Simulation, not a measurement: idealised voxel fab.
process module | voxel self aligned vias
cross-section cut | 270 nm wide | cells 5 nm
A cross-section is a grid of square cells, given in bands from the top down. A band is one or more rows of cells.
Each band's line starts with the height of the band's top and of its bottom, in nm. Then come its materials from left to right, each with its width in nm. One material with "throughout" fills the band from edge to edge. "air" is empty space.
Height 0 is the level under which the wafer as received is all one material. The lowest band goes on downwards, as in "0 down".
A width such as "30 to 40" changes by the same amount from each row of cells to the next, from the band's top row to its bottom row.
"no change" after a step means that no cell of the cross-section changed.
closed voids: empty space of 8 cells or more with no open way to the top, each as width x height at its distance from the left edge, in nm
after a step's settings: what the simulator itself notes on the step
overlay nm, on a step with a mask: how far to the right of its planned place the mask lay; to the left if negative
plan
1 op RECEIVE | material Si
2 op CONFORMAL_DEP | material SiO2 | thk nm 15
3 op CONFORMAL_DEP | material SiCN | thk nm 5
4 op DIRECTIONAL_DEP | material lowk | thk nm 25
5 op MASKED_ETCH | tone open | mask id LINES | width nm 30 | pitch nm 70 | etch materials lowk | depth nm 25 | overlay nm 0
6 op CONFORMAL_DEP | material TiN | thk nm 5
7 op FILL_DEP | material W | thk nm 10
8 op CMP | height nm 45
9 op SELECTIVE_ETCH | etch materials W Ru TiN | depth nm 5
10 op FILL_DEP | material SiN | thk nm 10
11 op CMP | height nm 45
12 op DIRECTIONAL_DEP | material lowk | thk nm 15
13 op DIRECTIONAL_DEP | material aC | thk nm 15
14 op PATTERN | tone open | mask id VIAS | material resist | width nm 50 | pitch nm 70 | thk nm 30 | overlay nm 0
15 op DIRECTIONAL_ETCH | etch materials aC | depth nm 15
16 op STRIP | etch materials resist
17 op DIRECTIONAL_ETCH | etch materials lowk | depth nm 15
18 op DIRECTIONAL_ETCH | etch materials SiN | depth nm 5
19 op STRIP | etch materials aC
20 op CONFORMAL_DEP | material TiN | thk nm 5
21 op FILL_DEP | material W | thk nm 5
22 op CMP | height nm 60
23 op CONFORMAL_DEP | material SiN | thk nm 5
first wafer, as planned
as received, after step 1
  0 down: Si throughout
  closed voids: none
after step 2
  15 to 0: SiO2 throughout
  below 0: unchanged
after step 3
  20 to 15: SiCN throughout
  below 15: unchanged
after step 4
  45 to 20: lowk throughout
  below 20: unchanged
after step 5
  45 to 20: lowk 50 | air 30 | lowk 40 | air 30 | lowk 40 | air 30 | lowk 50
  below 20: unchanged
after step 6
  50 to 45: TiN 55 | air 20 | TiN 50 | air 20 | TiN 50 | air 20 | TiN 55
  45 to 25: lowk 50 | TiN 5 | air 20 | TiN 5 | lowk 40 | TiN 5 | air 20 | TiN 5 | lowk 40 | TiN 5 | air 20 | TiN 5 | lowk 50
  25 to 20: lowk 50 | TiN 30 | lowk 40 | TiN 30 | lowk 40 | TiN 30 | lowk 50
  below 20: unchanged
after step 7
  60 to 50: W throughout
  50 to 45: TiN 55 | W 20 | TiN 50 | W 20 | TiN 50 | W 20 | TiN 55
  45 to 25: lowk 50 | TiN 5 | W 20 | TiN 5 | lowk 40 | TiN 5 | W 20 | TiN 5 | lowk 40 | TiN 5 | W 20 | TiN 5 | lowk 50
  below 25: unchanged
after step 8
  45 to 25: lowk 50 | TiN 5 | W 20 | TiN 5 | lowk 40 | TiN 5 | W 20 | TiN 5 | lowk 40 | TiN 5 | W 20 | TiN 5 | lowk 50
  below 25: unchanged
after step 9
  45 to 40: lowk 50 | air 30 | lowk 40 | air 30 | lowk 40 | air 30 | lowk 50
  below 40: unchanged
after step 10
  55 to 45: SiN throughout
  45 to 40: lowk 50 | SiN 30 | lowk 40 | SiN 30 | lowk 40 | SiN 30 | lowk 50
  below 40: unchanged
after step 11
  45 to 40: lowk 50 | SiN 30 | lowk 40 | SiN 30 | lowk 40 | SiN 30 | lowk 50
  below 40: unchanged
after step 12
  60 to 45: lowk throughout
  below 45: unchanged
after step 13
  75 to 60: aC throughout
  below 60: unchanged
after step 14
  105 to 75: resist 40 | air 50 | resist 20 | air 50 | resist 20 | air 50 | resist 40
  below 75: unchanged
after step 15
  90 to 75: resist 40 | air 50 | resist 20 | air 50 | resist 20 | air 50 | resist 40
  75 to 60: aC 40 | air 50 | aC 20 | air 50 | aC 20 | air 50 | aC 40
  below 60: unchanged
after step 16
  75 to 60: aC 40 | air 50 | aC 20 | air 50 | aC 20 | air 50 | aC 40
  below 60: unchanged
after step 17
  75 to 60: aC 40 | air 50 | aC 20 | air 50 | aC 20 | air 50 | aC 40
  60 to 45: lowk 40 | air 50 | lowk 20 | air 50 | lowk 20 | air 50 | lowk 40
  below 45: unchanged
after step 18
  75 to 60: aC 40 | air 50 | aC 20 | air 50 | aC 20 | air 50 | aC 40
  60 to 45: lowk 40 | air 50 | lowk 20 | air 50 | lowk 20 | air 50 | lowk 40
  45 to 40: lowk 50 | air 30 | lowk 40 | air 30 | lowk 40 | air 30 | lowk 50
  below 40: unchanged
after step 19
  60 to 45: lowk 40 | air 50 | lowk 20 | air 50 | lowk 20 | air 50 | lowk 40
  below 45: unchanged
after step 20
  65 to 60: TiN 45 | air 40 | TiN 30 | air 40 | TiN 30 | air 40 | TiN 45
  60 to 50: lowk 40 | TiN 5 | air 40 | TiN 5 | lowk 20 | TiN 5 | air 40 | TiN 5 | lowk 20 | TiN 5 | air 40 | TiN 5 | lowk 40
  50 to 45: lowk 40 | TiN 15 | air 20 | TiN 15 | lowk 20 | TiN 15 | air 20 | TiN 15 | lowk 20 | TiN 15 | air 20 | TiN 15 | lowk 40
  45 to 40: lowk 50 | TiN 30 | lowk 40 | TiN 30 | lowk 40 | TiN 30 | lowk 50
  below 40: unchanged
after step 21
  70 to 65: W throughout
  65 to 60: TiN 45 | W 40 | TiN 30 | W 40 | TiN 30 | W 40 | TiN 45
  60 to 50: lowk 40 | TiN 5 | W 40 | TiN 5 | lowk 20 | TiN 5 | W 40 | TiN 5 | lowk 20 | TiN 5 | W 40 | TiN 5 | lowk 40
  50 to 45: lowk 40 | TiN 15 | W 20 | TiN 15 | lowk 20 | TiN 15 | W 20 | TiN 15 | lowk 20 | TiN 15 | W 20 | TiN 15 | lowk 40
  below 45: unchanged
after step 22
  60 to 50: lowk 40 | TiN 5 | W 40 | TiN 5 | lowk 20 | TiN 5 | W 40 | TiN 5 | lowk 20 | TiN 5 | W 40 | TiN 5 | lowk 40
  below 50: unchanged
after step 23
  65 to 60: SiN throughout
  below 60: unchanged
second wafer: like start, like plan, one mistake. Through step 4 it matches the first wafer
when step 5 should have ended
  45 to 20: air 50 | lowk 30 | air 40 | lowk 30 | air 40 | lowk 30 | air 50
  below 20: unchanged
when step 6 should have ended
  50 to 45: air 45 | TiN 40 | air 30 | TiN 40 | air 30 | TiN 40 | air 45
  45 to 25: air 45 | TiN 5 | lowk 30 | TiN 5 | air 30 | TiN 5 | lowk 30 | TiN 5 | air 30 | TiN 5 | lowk 30 | TiN 5 | air 45
  25 to 20: TiN 50 | lowk 30 | TiN 40 | lowk 30 | TiN 40 | lowk 30 | TiN 50
  below 20: unchanged
when step 7 should have ended
  60 to 50: W throughout
  50 to 45: W 45 | TiN 40 | W 30 | TiN 40 | W 30 | TiN 40 | W 45
  45 to 25: W 45 | TiN 5 | lowk 30 | TiN 5 | W 30 | TiN 5 | lowk 30 | TiN 5 | W 30 | TiN 5 | lowk 30 | TiN 5 | W 45
  below 25: unchanged
when step 8 should have ended
  45 to 25: W 45 | TiN 5 | lowk 30 | TiN 5 | W 30 | TiN 5 | lowk 30 | TiN 5 | W 30 | TiN 5 | lowk 30 | TiN 5 | W 45
  below 25: unchanged
when step 9 should have ended
  45 to 40: air 50 | lowk 30 | air 40 | lowk 30 | air 40 | lowk 30 | air 50
  below 40: unchanged
when step 10 should have ended
  55 to 45: SiN throughout
  45 to 40: SiN 50 | lowk 30 | SiN 40 | lowk 30 | SiN 40 | lowk 30 | SiN 50
  below 40: unchanged
when step 11 should have ended
  45 to 40: SiN 50 | lowk 30 | SiN 40 | lowk 30 | SiN 40 | lowk 30 | SiN 50
  below 40: unchanged
when step 12 should have ended
  60 to 45: lowk throughout
  below 45: unchanged
when step 13 should have ended
  75 to 60: aC throughout
  below 60: unchanged
when step 14 should have ended
  105 to 75: resist 40 | air 50 | resist 20 | air 50 | resist 20 | air 50 | resist 40
  below 75: unchanged
when step 15 should have ended
  90 to 75: resist 40 | air 50 | resist 20 | air 50 | resist 20 | air 50 | resist 40
  75 to 60: aC 40 | air 50 | aC 20 | air 50 | aC 20 | air 50 | aC 40
  below 60: unchanged
when step 16 should have ended
  75 to 60: aC 40 | air 50 | aC 20 | air 50 | aC 20 | air 50 | aC 40
  below 60: unchanged
when step 17 should have ended
  75 to 60: aC 40 | air 50 | aC 20 | air 50 | aC 20 | air 50 | aC 40
  60 to 45: lowk 40 | air 50 | lowk 20 | air 50 | lowk 20 | air 50 | lowk 40
  below 45: unchanged
when step 18 should have ended
  75 to 60: aC 40 | air 50 | aC 20 | air 50 | aC 20 | air 50 | aC 40
  60 to 45: lowk 40 | air 50 | lowk 20 | air 50 | lowk 20 | air 50 | lowk 40
  45 to 40: SiN 40 | air 10 | lowk 30 | air 10 | SiN 20 | air 10 | lowk 30 | air 10 | SiN 20 | air 10 | lowk 30 | air 10 | SiN 40
  below 40: unchanged
when step 19 should have ended
  60 to 45: lowk 40 | air 50 | lowk 20 | air 50 | lowk 20 | air 50 | lowk 40
  below 45: unchanged
when step 20 should have ended
  65 to 60: TiN 45 | air 40 | TiN 30 | air 40 | TiN 30 | air 40 | TiN 45
  60 to 50: lowk 40 | TiN 5 | air 40 | TiN 5 | lowk 20 | TiN 5 | air 40 | TiN 5 | lowk 20 | TiN 5 | air 40 | TiN 5 | lowk 40
  50 to 45: lowk 40 | TiN 50 | lowk 20 | TiN 50 | lowk 20 | TiN 50 | lowk 40
  45 to 40: SiN 40 | TiN 10 | lowk 30 | TiN 10 | SiN 20 | TiN 10 | lowk 30 | TiN 10 | SiN 20 | TiN 10 | lowk 30 | TiN 10 | SiN 40
  below 40: unchanged
when step 21 should have ended
  70 to 65: W throughout
  65 to 60: TiN 45 | W 40 | TiN 30 | W 40 | TiN 30 | W 40 | TiN 45
  60 to 50: lowk 40 | TiN 5 | W 40 | TiN 5 | lowk 20 | TiN 5 | W 40 | TiN 5 | lowk 20 | TiN 5 | W 40 | TiN 5 | lowk 40
  below 50: unchanged
when step 22 should have ended
  60 to 50: lowk 40 | TiN 5 | W 40 | TiN 5 | lowk 20 | TiN 5 | W 40 | TiN 5 | lowk 20 | TiN 5 | W 40 | TiN 5 | lowk 40
  below 50: unchanged
when step 23 should have ended
  65 to 60: SiN throughout
  below 60: unchanged
what went wrong: step 5 ran as: op MASKED_ETCH | tone cover | mask id LINES | width nm 30 | pitch nm 70 | etch materials lowk | depth nm 25 | overlay nm 0
at the end the second wafer has, in cells: 24 more of SiN | 24 more of TiN | 42 more of W | 90 fewer of lowk
